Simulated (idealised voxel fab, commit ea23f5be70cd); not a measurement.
The document below concerns the process module designated voxel self aligned contacts.
Displayed cross-section: cut, width of 290 nm, square cells sized 5 nm.
A cross-section in this document is a grid of square cells, and it is written down as bands, the top band listed before the ones below it; a band is made up of one or more rows of cells.
The entry gives the band's vertical extent as a top height and a bottom height in nm, then its horizontal make-up as materials from left to right, each with a width in nm. "blank" stands for empty space; a single material marked "edge to edge" fills the band edge to edge.
Note: height 0 marks the level under which the wafer is uniformly one material as received. Lowest band unbounded below, written "z 0 and below".
It should be noted that a width expressed as "30 to 40" varies in equal increments from row to row of cells within the band, taking the value of the first number at the top row and that of the second number at the bottom row.
Where a step carries "no alterations made", the cross-section came out of it unchanged, cell for cell.
"Enclosed void inventory" means: voids of 8 cells or more that are shut off from the top with no open way through. Written width x height at distance, distance from the left edge, in nm.
Note: text after step settings on the step line = simulator remark on that step.
When a step includes a mask, the "overlay nm" setting on its line states how far to the right of its planned place that mask lay, and negative values state how far to the left.

-- Below is the list of planned process steps
1: RECEIVE: material Si
2: CONFORMAL_DEP: material SiO2, thk nm 5
3: DIRECTIONAL_DEP: material polySi, thk nm 25
4: DIRECTIONAL_DEP: material SiN, thk nm 25
5: PATTERN: tone cover, mask id GATE, material resist, width nm 25, pitch nm 60, thk nm 15, overlay nm 0
6: DIRECTIONAL_ETCH: etch materials SiN, depth nm 25
7: DIRECTIONAL_ETCH: etch materials polySi, depth nm 25
8: STRIP: etch materials resist
9: CONFORMAL_DEP: material SiN, thk nm 10
10: DIRECTIONAL_ETCH: etch materials SiN, depth nm 10
11: FILL_DEP: material SiO2, thk nm 15
12: CMP: height nm 65
13: DIRECTIONAL_DEP: material aC, thk nm 10
14: PATTERN: tone open, mask id CONTACT, material resist, width nm 45, pitch nm 60, thk nm 30, overlay nm 0
15: DIRECTIONAL_ETCH: etch materials aC, depth nm 10
16: STRIP: etch materials resist
17: DIRECTIONAL_ETCH: etch materials SiO2, depth nm 65
18: STRIP: etch materials aC
19: CONFORMAL_DEP: material TiN, thk nm 5
20: FILL_DEP: material W, thk nm 10
21: CMP: height nm 65
22: CONFORMAL_DEP: material SiCN, thk nm 5

-- First of two wafers, with the run carried out as planned

-- Wafer cross-section on receipt, i.e. after step 1
	z 0 and below = Si edge to edge
	Enclosed void inventory: none

-- State of the wafer after step 2, shown in cross-section
	z 5 to 0 = SiO2 edge to edge
	Note: structure below 0 unchanged.

-- State of the wafer after step 3, shown in cross-section
	z 30 to 5 = polySi edge to edge
	Note: structure below 5 unchanged.

-- State of the wafer after step 4, shown in cross-section
	z 55 to 30 = SiN edge to edge
	Note: structure below 30 unchanged.

-- State of the wafer after step 5, shown in cross-section
	z 70 to 55 = blank=70  resist=25  blank=35  resist=25  blank=35  resist=25  blank=75
	Note: structure below 55 unchanged.

-- State of the wafer after step 6, shown in cross-section
	z 70 to 55 = blank=70  resist=25  blank=35  resist=25  blank=35  resist=25  blank=75
	z 55 to 30 = blank=70  SiN=25  blank=35  SiN=25  blank=35  SiN=25  blank=75
	Note: structure below 30 unchanged.

-- State of the wafer after step 7, shown in cross-section
	z 70 to 55 = blank=70  resist=25  blank=35  resist=25  blank=35  resist=25  blank=75
	z 55 to 30 = blank=70  SiN=25  blank=35  SiN=25  blank=35  SiN=25  blank=75
	z 30 to 5 = blank=70  polySi=25  blank=35  polySi=25  blank=35  polySi=25  blank=75
	Note: structure below 5 unchanged.

-- State of the wafer after step 8, shown in cross-section
	z 55 to 30 = blank=70  SiN=25  blank=35  SiN=25  blank=35  SiN=25  blank=75
	Note: structure below 30 unchanged.

-- State of the wafer after step 9, shown in cross-section
	z 65 to 30 = blank=60  SiN=45  blank=15  SiN=45  blank=15  SiN=45  blank=65
	z 30 to 15 = blank=60  SiN=10  polySi=25  SiN=10  blank=15  SiN=10  polySi=25  SiN=10  blank=15  SiN=10  polySi=25  SiN=10  blank=65
	z 15 to 5 = SiN=70  polySi=25  SiN=35  polySi=25  SiN=35  polySi=25  SiN=75
	Note: structure below 5 unchanged.

-- State of the wafer after step 10, shown in cross-section
	z 55 to 30 = blank=60  SiN=45  blank=15  SiN=45  blank=15  SiN=45  blank=65
	z 30 to 5 = blank=60  SiN=10  polySi=25  SiN=10  blank=15  SiN=10  polySi=25  SiN=10  blank=15  SiN=10  polySi=25  SiN=10  blank=65
	Note: structure below 5 unchanged.

-- State of the wafer after step 11, shown in cross-section
	z 70 to 55 = SiO2 edge to edge
	z 55 to 30 = SiO2=60  SiN=45  SiO2=15  SiN=45  SiO2=15  SiN=45  SiO2=65
	z 30 to 5 = SiO2=60  SiN=10  polySi=25  SiN=10  SiO2=15  SiN=10  polySi=25  SiN=10  SiO2=15  SiN=10  polySi=25  SiN=10  SiO2=65
	Note: structure below 5 unchanged.

-- State of the wafer after step 12, shown in cross-section
	z 65 to 55 = SiO2 edge to edge
	Note: structure below 55 unchanged.

-- State of the wafer after step 13, shown in cross-section
	z 75 to 65 = aC edge to edge
	Note: structure below 65 unchanged.

-- State of the wafer after step 14, shown in cross-section
	z 105 to 75 = resist=90  blank=45  resist=15  blank=45  resist=95
	Note: structure below 75 unchanged.

-- State of the wafer after step 15, shown in cross-section
	z 95 to 75 = resist=90  blank=45  resist=15  blank=45  resist=95
	z 75 to 65 = aC=90  blank=45  aC=15  blank=45  aC=95
	Note: structure below 65 unchanged.

-- State of the wafer after step 16, shown in cross-section
	z 75 to 65 = aC=90  blank=45  aC=15  blank=45  aC=95
	Note: structure below 65 unchanged.

-- State of the wafer after step 17, shown in cross-section
	z 75 to 65 = aC=90  blank=45  aC=15  blank=45  aC=95
	z 65 to 55 = SiO2=90  blank=45  SiO2=15  blank=45  SiO2=95
	z 55 to 30 = SiO2=60  SiN=45  blank=15  SiN=45  blank=15  SiN=45  SiO2=65
	z 30 to 5 = SiO2=60  SiN=10  polySi=25  SiN=10  blank=15  SiN=10  polySi=25  SiN=10  blank=15  SiN=10  polySi=25  SiN=10  SiO2=65
	z 5 to 0 = SiO2=105  blank=15  SiO2=45  blank=15  SiO2=110
	Note: structure below 0 unchanged.

-- State of the wafer after step 18, shown in cross-section
	z 65 to 55 = SiO2=90  blank=45  SiO2=15  blank=45  SiO2=95
	Note: structure below 55 unchanged.

-- State of the wafer after step 19, shown in cross-section
	z 70 to 65 = TiN=95  blank=35  TiN=25  blank=35  TiN=100
	z 65 to 55 = SiO2=90  TiN=5 to 20  blank=35 to 5  TiN=5 to 20  SiO2=15  TiN=5 to 20  blank=35 to 5  TiN=5 to 20  SiO2=95
	z 55 to 30 = SiO2=60  SiN=45  TiN=5  blank=5  TiN=5  SiN=45  TiN=5  blank=5  TiN=5  SiN=45  SiO2=65
	z 30 to 5 = SiO2=60  SiN=10  polySi=25  SiN=10  TiN=5  blank=5  TiN=5  SiN=10  polySi=25  SiN=10  TiN=5  blank=5  TiN=5  SiN=10  polySi=25  SiN=10  SiO2=65
	z 5 to 0 = SiO2=105  TiN=15  SiO2=45  TiN=15  SiO2=110
	Note: structure below 0 unchanged.

-- State of the wafer after step 20, shown in cross-section
	z 80 to 70 = W edge to edge
	z 70 to 65 = TiN=95  W=35  TiN=25  W=35  TiN=100
	z 65 to 55 = SiO2=90  TiN=5 to 20  W=35 to 5  TiN=5 to 20  SiO2=15  TiN=5 to 20  W=35 to 5  TiN=5 to 20  SiO2=95
	z 55 to 30 = SiO2=60  SiN=45  TiN=5  W=5  TiN=5  SiN=45  TiN=5  W=5  TiN=5  SiN=45  SiO2=65
	z 30 to 5 = SiO2=60  SiN=10  polySi=25  SiN=10  TiN=5  W=5  TiN=5  SiN=10  polySi=25  SiN=10  TiN=5  W=5  TiN=5  SiN=10  polySi=25  SiN=10  SiO2=65
	Note: structure below 5 unchanged.

-- State of the wafer after step 21, shown in cross-section
	z 65 to 55 = SiO2=90  TiN=5 to 20  W=35 to 5  TiN=5 to 20  SiO2=15  TiN=5 to 20  W=35 to 5  TiN=5 to 20  SiO2=95
	Note: structure below 55 unchanged.

-- State of the wafer after step 22, shown in cross-section
	z 70 to 65 = SiCN edge to edge
	Note: structure below 65 unchanged.

-- Second wafer: same start and same plan as the first, one execution error; identical to the first through step 20

-- when step 21 should have ended
	z 75 to 70 = W edge to edge
	Note: structure below 70 unchanged.

-- when step 22 should have ended
	z 80 to 75 = SiCN edge to edge
	Note: structure below 75 unchanged.
Processing error: heads up, step 21 didn't go per plan, it actually ran as CMP: height nm 75
at the end the second wafer has, in cells: 44 more of TiN | 72 more of W
